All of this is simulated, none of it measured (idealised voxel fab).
Proc. module: voxel transistor to metal
The figure presents cross-section cut, which has a width of 150 nm and is divided into square cells with an edge length of 5 nm.
Notation: cross-section as square-cell grid; stated in bands, top first, going down; one or more cell rows per band.
This entry defines a band. It first specifies the height of the band's top and the height of its bottom in nm, and then specifies the band's materials from left to right, stating each material with its width in nm. The word "everywhere" identifies a single material that fills the band from edge to edge, while the word "empty" identifies empty space.
Heights are measured from 0, the level below which the as-received wafer is all one material; the lowest band has no bottom and continues downward, written as in "0 nm and below".
A width given as "30..40" starts at the first number in the band's top row and ends at the second number in its bottom row, shifting by an equal amount at every step from row to row.
Step marked "nothing got changed"? Then no cell in the cross-section changed in it.
"Closed voids list": sealed empty spaces, 8 cells or more, no open way to top, listed width x height at distance, with distance from the left edge and width, height and distance in nm.
On each step's line, the part that comes after the settings is the simulator's own comment on the step.
"overlay nm" answers the question of how far to the right of plan the mask lay on a step that has a mask, and when it is negative the answer is to the left.

## Planned process steps
1: RECEIVE with material Si
2: OXIDIZE with depth nm 5
3: CONFORMAL_DEP with material SiN, thk nm 15
4: MASKED_ETCH with tone cover, mask id ACTIVE, width nm 105, etch materials SiN, depth nm 15, overlay nm 0
5: MASKED_ETCH with tone cover, mask id ACTIVE, width nm 105, etch materials SiO2, depth nm 5, overlay nm 0
6: MASKED_ETCH with tone cover, mask id ACTIVE, width nm 105, etch materials Si, depth nm 35, overlay nm 0
7: OXIDIZE with depth nm 5
8: FILL_DEP with material SiO2, thk nm 5
9: CMP with height nm 15
10: SELECTIVE_ETCH with etch materials SiO2, depth nm 10
11: STRIP with etch materials SiN
12: SELECTIVE_ETCH with etch materials SiO2, depth nm 5
13: OXIDIZE with depth nm 5
14: DIRECTIONAL_DEP with material polySi, thk nm 20
15: DIRECTIONAL_DEP with material SiCN, thk nm 10
16: MASKED_ETCH with tone cover, mask id GATE, width nm 25, etch materials SiCN, depth nm 20, overlay nm 0
17: MASKED_ETCH with tone cover, mask id GATE, width nm 25, etch materials polySi, depth nm 30, overlay nm 0
18: CONFORMAL_DEP with material SiN, thk nm 10
19: DIRECTIONAL_ETCH with etch materials SiN, depth nm 10
20: DIRECTIONAL_ETCH with etch materials SiO2, depth nm 5
21: DIRECTIONAL_ETCH with etch materials Si, depth nm 15
22: EPI with material nSi, thk nm 15
23: FILL_DEP with material SiO2, thk nm 10
24: CMP with height nm 25
25: DIRECTIONAL_DEP with material SiO2, thk nm 15
26: PATTERN with tone open, mask id CONTACT, material resist, width nm 15, pitch nm 80, thk nm 15, overlay nm 0
27: DIRECTIONAL_ETCH with etch materials SiO2, depth nm 50
28: STRIP with etch materials resist
29: CONFORMAL_DEP with material TiN, thk nm 5
30: FILL_DEP with material W, thk nm 10
31: CMP with height nm 40
32: CONFORMAL_DEP with material SiN, thk nm 5
33: DIRECTIONAL_DEP with material lowk, thk nm 25
34: DIRECTIONAL_DEP with material aC, thk nm 10
35: PATTERN with tone open, mask id METAL_1, material resist, width nm 15, pitch nm 80, thk nm 25, overlay nm 0
36: DIRECTIONAL_ETCH with etch materials aC, depth nm 10
37: STRIP with etch materials resist
38: DIRECTIONAL_ETCH with etch materials lowk, depth nm 25
39: DIRECTIONAL_ETCH with etch materials SiN, depth nm 5
40: STRIP with etch materials aC
41: CONFORMAL_DEP with material TiN, thk nm 5
42: FILL_DEP with material Cu, thk nm 5
43: CMP with height nm 70
44: CONFORMAL_DEP with material SiN, thk nm 5
It is noted that the wafers described herein are identical at the outset and are distinguished by the thk nm of step 29; the value stated in the plan corresponds to the first wafer.

## The first of several wafers as received, shown in cross-section; this is its state after step 1
	0 nm and below = Si everywhere
	Closed voids list: none

## Per-wafer rows below. For each material: cells gained (+) or lost (-) since the wafer was received, as of end of module. Then: closed voids
thk nm 5, +10 Cu, -167 Si, +10 SiCN, +82 SiN, +247 SiO2, +68 TiN, +12 W, +120 lowk, +48 nSi, +20 polySi, Closed voids list: none
thk nm 10, +10 Cu, -167 Si, +10 SiCN, +82 SiN, +247 SiO2, +80 TiN, +120 lowk, +48 nSi, +20 polySi, Closed voids list: none
thk nm 15, +10 Cu, -167 Si, +10 SiCN, +82 SiN, +247 SiO2, +80 TiN, +120 lowk, +48 nSi, +20 polySi, Closed voids list: none
thk nm 20, +10 Cu, -167 Si, +10 SiCN, +82 SiN, +247 SiO2, +80 TiN, +120 lowk, +48 nSi, +20 polySi, Closed voids list: none
